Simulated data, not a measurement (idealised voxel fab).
You're looking at the process module voxel transistor to metal.
Section shown: cut. Width: 160 nm. Cell size: 5 nm, square.
For the purposes of this document, a cross-section shall be understood as a grid of square cells, specified as bands listed in top-to-bottom order, each band consisting of one or more rows of cells. Heights first: top, then bottom, in nm. Then materials, left to right, each with a width in nm. "all across" on a single material: fills the band edge to edge. "empty": empty space. Heights are reckoned from 0. Under this level, the received wafer is all of one material. The bottommost band is open-ended downward, for example "from 0 down". Quick explanation for "30->40": the width changes in equal steps down the rows of cells, from the first number in the band's top row to the second number in its bottom row. Any step labelled "all unchanged" changed none of the cells in the cross-section. Reported under the label "Sealed voids" are the empty spaces having no open way to the top and comprising 8 cells or more; the notation for each is width x height at distance, in which the distance is measured from the left edge and all three values are in nm. Text after the settings on a step's line: the simulator's own remark on that step. overlay nm: where the mask lay relative to plan, measured to the right, on steps with a mask; negatives go left.
## Steps planned for the process
1 RECEIVE,material Si
2 OXIDIZE,depth nm 5
3 CONFORMAL_DEP,material SiN,thk nm 10
4 MASKED_ETCH,tone cover,mask id ACTIVE,width nm 100,etch materials SiN,depth nm 10,overlay nm 0
5 MASKED_ETCH,tone cover,mask id ACTIVE,width nm 100,etch materials SiO2,depth nm 5,overlay nm 0
6 MASKED_ETCH,tone cover,mask id ACTIVE,width nm 100,etch materials Si,depth nm 25,overlay nm 0
7 OXIDIZE,depth nm 5
8 FILL_DEP,material SiO2,thk nm 15
9 CMP,height nm 10
10 SELECTIVE_ETCH,etch materials SiO2,depth nm 5
11 STRIP,etch materials SiN
12 SELECTIVE_ETCH,etch materials SiO2,depth nm 5
13 OXIDIZE,depth nm 5
14 DIRECTIONAL_DEP,material polySi,thk nm 30
15 DIRECTIONAL_DEP,material SiCN,thk nm 10
16 MASKED_ETCH,tone cover,mask id GATE,width nm 20,etch materials SiCN,depth nm 20,overlay nm 0
17 MASKED_ETCH,tone cover,mask id GATE,width nm 20,etch materials polySi,depth nm 40,overlay nm 0
18 CONFORMAL_DEP,material SiN,thk nm 5
19 DIRECTIONAL_ETCH,etch materials SiN,depth nm 5
20 DIRECTIONAL_ETCH,etch materials SiO2,depth nm 5
21 EPI,material pSi,thk nm 5
22 FILL_DEP,material SiO2,thk nm 10
23 CMP,height nm 35
24 DIRECTIONAL_DEP,material SiO2,thk nm 15
25 MASKED_ETCH,tone open,mask id CONTACT,width nm 15,pitch nm 75,etch materials SiO2,depth nm 55,overlay nm 0
26 CONFORMAL_DEP,material TiN,thk nm 5
27 FILL_DEP,material Ru,thk nm 5
28 CMP,height nm 50
29 CONFORMAL_DEP,material SiCN,thk nm 5
30 DIRECTIONAL_DEP,material SiO2,thk nm 25
31 PATTERN,tone open,mask id METAL_1,material resist,width nm 15,pitch nm 75,thk nm 15,overlay nm 0
32 DIRECTIONAL_ETCH,etch materials SiO2,depth nm 25
33 DIRECTIONAL_ETCH,etch materials SiCN,depth nm 5
34 STRIP,etch materials resist
35 CONFORMAL_DEP,material TiN,thk nm 5
36 FILL_DEP,material Ru,thk nm 5
37 CMP,height nm 80
38 EPI,material Ru,thk nm 5
39 FILL_DEP,material SiCN,thk nm 5
## Cross-section of the wafer at receipt, which is the condition after step 1
- from 0 down  Si all across
- Sealed voids: none
## Cross-section at module end, one run error; start and plan unchanged from above
- from 90 to 85  SiCN all across
- from 85 to 80  SiCN=30  Ru=25  SiCN=50  Ru=25  SiCN=30
- from 80 to 55  SiO2=35  TiN=5  Ru=5  TiN=5  SiO2=60  TiN=5  Ru=5  TiN=5  SiO2=35
- from 55 to 50  SiCN=35  TiN=15  SiCN=60  TiN=15  SiCN=35
- from 50 to 35  SiO2=35  TiN=5  Ru=5  TiN=5  SiO2=60  TiN=5  Ru=5  TiN=5  SiO2=35
- from 35 to 25  SiO2=35  TiN=5  Ru=5  TiN=5  SiO2=20  SiN=5  SiCN=20  SiN=5  SiO2=10  TiN=5  Ru=5  TiN=5  SiO2=35
- from 25 to 0  SiO2=35  TiN=5  Ru=5  TiN=5  SiO2=15  SiN=5  polySi=25  SiN=5  SiO2=10  TiN=5  Ru=5  TiN=5  SiO2=35
- from 0 to -5  SiO2=25  SiN=5  SiO2=5  TiN=15  SiO2=15  SiN=5  polySi=25  SiN=5  SiO2=10  TiN=15  SiO2=5  SiN=5  SiO2=25
- from -5 to -10  SiO2=30  pSi=35  SiO2=35  pSi=30  SiO2=30
- from -10 to -35  SiO2=35  Si=90  SiO2=35
- from -35 down  Si all across
- Sealed voids: none
Plan not followed: step 16 went in with a setting other than planned; the actual run was MASKED_ETCH,tone cover,mask id GATE,width nm 20,etch materials SiCN,depth nm 20,overlay nm 5
